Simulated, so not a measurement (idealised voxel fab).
Herein follows the process module entitled voxel gate over fins.
This is section cut - it's 240 nm across, gridded in 5 nm square cells.
Cross-section = grid of square cells, listed top down in bands; band = one or more rows. First you get the band's top height and its bottom height, in nm, and then the materials it's made of, left to right, with each width in nm. If you see a single material with "full width", that one covers the band edge to edge. "empty" is empty space. For the purposes of this specification, 0 denotes the height below which the wafer in its as-received condition is composed wholly of one material, and the lowermost band, lacking a lower limit, extends downward without end, as expressed in "z 0 and below". Graded width ("30->40"): value in top row of band = first number; value in bottom row = second number; row-to-row change constant. Any step labelled "no change" changed none of the cells in the cross-section. Enclosed voids (no open way to top), threshold 8 cells or more, entry "Closed cavities", notation width x height at distance, distance from left edge, nm. On a step's line, text after the settings is the simulator commenting on that step. What "overlay nm" on a step's line means: if the step has a mask, that mask lay this far to the right of its planned place, or, when the value is negative, to the left.
-- List of planned process steps
1) RECEIVE (material Si)
2) CONFORMAL_DEP (material SiN; thk nm 5)
3) DIRECTIONAL_DEP (material aC; thk nm 10)
4) PATTERN (tone cover; mask id FINS; material resist; width nm 15; pitch nm 40; thk nm 30; overlay nm 0)
5) DIRECTIONAL_ETCH (etch materials aC; depth nm 10)
6) STRIP (etch materials resist)
7) DIRECTIONAL_ETCH (etch materials SiN; depth nm 5)
8) DIRECTIONAL_ETCH (etch materials Si; depth nm 40)
9) STRIP (etch materials aC)
10) OXIDIZE (depth nm 5)
11) FILL_DEP (material SiO2; thk nm 5)
12) CMP (height nm 5)
13) SELECTIVE_ETCH (etch materials SiO2; depth nm 15)
14) STRIP (etch materials SiN)
15) CONFORMAL_DEP (material HfO2; thk nm 5)
16) CONFORMAL_DEP (material TiN; thk nm 5)
17) FILL_DEP (material W; thk nm 15)
18) CMP (height nm 20)
19) CONFORMAL_DEP (material SiN; thk nm 5)
Keep in mind the plan's value for the thk nm of step 19 comes from the first wafer; the wafers don't share that setting, but they do share the same starting point.
-- Incoming state of the first of several wafers in cross-section: after step 1
    z 0 and below = Si full width
    Closed cavities: none
-- The first of several wafers, seen in cross-section after the module's last step, step 19
    z 25 to 20 = SiN full width
    z 20 to 10 = W full width
    z 10 to 5 = W=65; TiN=25; W=15; TiN=25; W=15; TiN=25; W=70
    z 5 to 0 = W=65; TiN=5; HfO2=15; TiN=5; W=15; TiN=5; HfO2=15; TiN=5; W=15; TiN=5; HfO2=15; TiN=5; W=70
    z 0 to -5 = TiN=70; HfO2=5; Si=5; HfO2=5; TiN=25; HfO2=5; Si=5; HfO2=5; TiN=25; HfO2=5; Si=5; HfO2=5; TiN=75
    z -5 to -10 = HfO2=75; Si=5; HfO2=35; Si=5; HfO2=35; Si=5; HfO2=80
    z -10 to -45 = SiO2=75; Si=5; SiO2=35; Si=5; SiO2=35; Si=5; SiO2=80
    z -45 and below = Si full width
    Closed cavities: none
-- Final wafer cross-section at module end
    z 45 to 20 = SiN full width
    z 20 to 10 = W full width
    z 10 to 5 = W=65; TiN=25; W=15; TiN=25; W=15; TiN=25; W=70
    z 5 to 0 = W=65; TiN=5; HfO2=15; TiN=5; W=15; TiN=5; HfO2=15; TiN=5; W=15; TiN=5; HfO2=15; TiN=5; W=70
    z 0 to -5 = TiN=70; HfO2=5; Si=5; HfO2=5; TiN=25; HfO2=5; Si=5; HfO2=5; TiN=25; HfO2=5; Si=5; HfO2=5; TiN=75
    z -5 to -10 = HfO2=75; Si=5; HfO2=35; Si=5; HfO2=35; Si=5; HfO2=80
    z -10 to -45 = SiO2=75; Si=5; SiO2=35; Si=5; SiO2=35; Si=5; SiO2=80
    z -45 and below = Si full width
    Closed cavities: none
-- each wafer at the end: cells of each material gained (+) or lost (-) since it was received, then its closed voids
thk nm 5 | +60 HfO2 | -405 Si | +48 SiN | +315 SiO2 | +60 TiN | +162 W | Closed cavities: none
thk nm 10 | +60 HfO2 | -405 Si | +96 SiN | +315 SiO2 | +60 TiN | +162 W | Closed cavities: none
thk nm 15 | +60 HfO2 | -405 Si | +144 SiN | +315 SiO2 | +60 TiN | +162 W | Closed cavities: none
thk nm 20 | +60 HfO2 | -405 Si | +192 SiN | +315 SiO2 | +60 TiN | +162 W | Closed cavities: none
thk nm 25 | +60 HfO2 | -405 Si | +240 SiN | +315 SiO2 | +60 TiN | +162 W | Closed cavities: none
